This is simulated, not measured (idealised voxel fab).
The document below concerns the process module designated voxel ribs on slabs.
170 nm wide, 5 nm square cells: that's cross-section cut.
Each cross-section below is a grid of square cells, stated as bands in top-down order, with one or more rows of cells making up each band.
For a band, the entry starts with two heights in nm, that of the top and then that of the bottom, and carries on with the band's materials in order from left to right, each alongside its width in nm; the word "everywhere" beside a single material means it fills the band edge to edge, and "air" means empty space.
Heights are expressed relative to 0, this being the level below which the as-received wafer comprises one material exclusively. The lowest band is unbounded in the downward direction and is denoted as in "0 -> down".
Read "30 to 40" as a graded width: first number on top, second number at the bottom, same change between each pair of neighbouring rows.
"remained unchanged" means the step left every cell of the cross-section as it was.
For the entry "Sealed voids", the listed items are empty spaces with no open way to the top whose size is 8 cells or more; each item follows the pattern width x height at distance, where distance is from the left edge and all three are in nm.
What comes after the settings on a step's line is commentary from the simulator itself on that step.
overlay nm: right-of-plan distance of the mask on a masked step; negative values mean left-of-plan.
Set out below are the planned steps of the process
1. op RECEIVE | material Si
2. op DIRECTIONAL_DEP | material SiO2 | thk nm 30
3. op DIRECTIONAL_DEP | material SiN | thk nm 15
4. op PATTERN | tone cover | mask id RIB | material resist | width nm 20 | thk nm 15 | overlay nm 0
5. op DIRECTIONAL_ETCH | etch materials SiN | depth nm 10
6. op STRIP | etch materials resist
7. op DIRECTIONAL_DEP | material aC | thk nm 15
8. op PATTERN | tone cover | mask id SLAB | material resist | width nm 70 | thk nm 35 | overlay nm 0
9. op DIRECTIONAL_ETCH | etch materials aC | depth nm 15
10. op STRIP | etch materials resist
11. op DIRECTIONAL_ETCH | etch materials SiN | depth nm 5
12. op STRIP | etch materials aC
13. op FILL_DEP | material SiO2 | thk nm 20
14. op CMP | height nm 55
15. op DIRECTIONAL_DEP | material W | thk nm 10
16. op DIRECTIONAL_DEP | material aC | thk nm 10
17. op PATTERN | tone cover | mask id HEATER | material resist | width nm 30 | thk nm 25 | overlay nm 0
18. op DIRECTIONAL_ETCH | etch materials aC | depth nm 10
19. op STRIP | etch materials resist
20. op DIRECTIONAL_ETCH | etch materials W | depth nm 10
21. op STRIP | etch materials aC
22. op CONFORMAL_DEP | material SiN | thk nm 5
What follows covers the first of two wafers; it ran as planned
As-received state of the wafer in cross-section, equivalent to post-step 1
- 0 -> down  Si everywhere
- Sealed voids: none
Wafer xsec, post step 2
- 30 -> 0  SiO2 everywhere
- Anything lower than 0 is untouched.
Wafer xsec, post step 3
- 45 -> 30  SiN everywhere
- Anything lower than 30 is untouched.
Wafer xsec, post step 4
- 60 -> 45  air=75, resist=20, air=75
- Anything lower than 45 is untouched.
Wafer xsec, post step 5
- 60 -> 45  air=75, resist=20, air=75
- 45 -> 35  air=75, SiN=20, air=75
- Anything lower than 35 is untouched.
Wafer xsec, post step 6
- 45 -> 35  air=75, SiN=20, air=75
- Anything lower than 35 is untouched.
Wafer xsec, post step 7
- 60 -> 50  air=75, aC=20, air=75
- 50 -> 45  aC everywhere
- 45 -> 35  aC=75, SiN=20, aC=75
- Anything lower than 35 is untouched.
Wafer xsec, post step 8
- 95 -> 60  air=50, resist=70, air=50
- 60 -> 50  air=50, resist=25, aC=20, resist=25, air=50
- Anything lower than 50 is untouched.
Wafer xsec, post step 9
- 80 -> 60  air=50, resist=70, air=50
- 60 -> 50  air=50, resist=25, aC=20, resist=25, air=50
- 50 -> 45  air=50, aC=70, air=50
- 45 -> 35  air=50, aC=25, SiN=20, aC=25, air=50
- Anything lower than 35 is untouched.
Wafer xsec, post step 10
- 60 -> 50  air=75, aC=20, air=75
- Anything lower than 50 is untouched.
Wafer xsec, post step 11
- 60 -> 50  air=75, aC=20, air=75
- 50 -> 45  air=50, aC=70, air=50
- 45 -> 35  air=50, aC=25, SiN=20, aC=25, air=50
- 35 -> 30  air=50, SiN=70, air=50
- Anything lower than 30 is untouched.
Wafer xsec, post step 12
- 45 -> 35  air=75, SiN=20, air=75
- Anything lower than 35 is untouched.
Wafer xsec, post step 13
- 65 -> 45  SiO2 everywhere
- 45 -> 35  SiO2=75, SiN=20, SiO2=75
- 35 -> 30  SiO2=50, SiN=70, SiO2=50
- Anything lower than 30 is untouched.
Wafer xsec, post step 14
- 55 -> 45  SiO2 everywhere
- Anything lower than 45 is untouched.
Wafer xsec, post step 15
- 65 -> 55  W everywhere
- Anything lower than 55 is untouched.
Wafer xsec, post step 16
- 75 -> 65  aC everywhere
- Anything lower than 65 is untouched.
Wafer xsec, post step 17
- 100 -> 75  air=70, resist=30, air=70
- Anything lower than 75 is untouched.
Wafer xsec, post step 18
- 90 -> 75  air=70, resist=30, air=70
- 75 -> 65  air=70, aC=30, air=70
- Anything lower than 65 is untouched.
Wafer xsec, post step 19
- 75 -> 65  air=70, aC=30, air=70
- Anything lower than 65 is untouched.
Wafer xsec, post step 20
- 75 -> 65  air=70, aC=30, air=70
- 65 -> 55  air=70, W=30, air=70
- Anything lower than 55 is untouched.
Wafer xsec, post step 21
- 65 -> 55  air=70, W=30, air=70
- Anything lower than 55 is untouched.
Wafer xsec, post step 22
- 70 -> 65  air=65, SiN=40, air=65
- 65 -> 60  air=65, SiN=5, W=30, SiN=5, air=65
- 60 -> 55  SiN=70, W=30, SiN=70
- Anything lower than 55 is untouched.
The remaining wafer, second of the two, started like the first and was run to the same plan, except that one mistake was made along the way; the two coincide through step 16, inclusive
Second wafer profile in section, at the moment step 17 of the plan was meant to be complete
- 100 -> 75  air=75, resist=20, air=75
- Anything lower than 75 is untouched.
Second wafer profile in section, at the moment step 18 of the plan was meant to be complete
- 90 -> 75  air=75, resist=20, air=75
- 75 -> 65  air=75, aC=20, air=75
- Anything lower than 65 is untouched.
Second wafer profile in section, at the moment step 19 of the plan was meant to be complete
- 75 -> 65  air=75, aC=20, air=75
- Anything lower than 65 is untouched.
Second wafer profile in section, at the moment step 20 of the plan was meant to be complete
- 75 -> 65  air=75, aC=20, air=75
- 65 -> 55  air=75, W=20, air=75
- Anything lower than 55 is untouched.
Second wafer profile in section, at the moment step 21 of the plan was meant to be complete
- 65 -> 55  air=75, W=20, air=75
- Anything lower than 55 is untouched.
Second wafer profile in section, at the moment step 22 of the plan was meant to be complete
- 70 -> 65  air=70, SiN=30, air=70
- 65 -> 60  air=70, SiN=5, W=20, SiN=5, air=70
- 60 -> 55  SiN=75, W=20, SiN=75
- Anything lower than 55 is untouched.
Deviation noted in wafer processing: in deviation from the planned setting, step 17 was conducted as op PATTERN | tone cover | mask id HEATER | material resist | width nm 20 | thk nm 25 | overlay nm 0
FYI, end of process, the second wafer has more or fewer cells of some materials than the first: -4 W
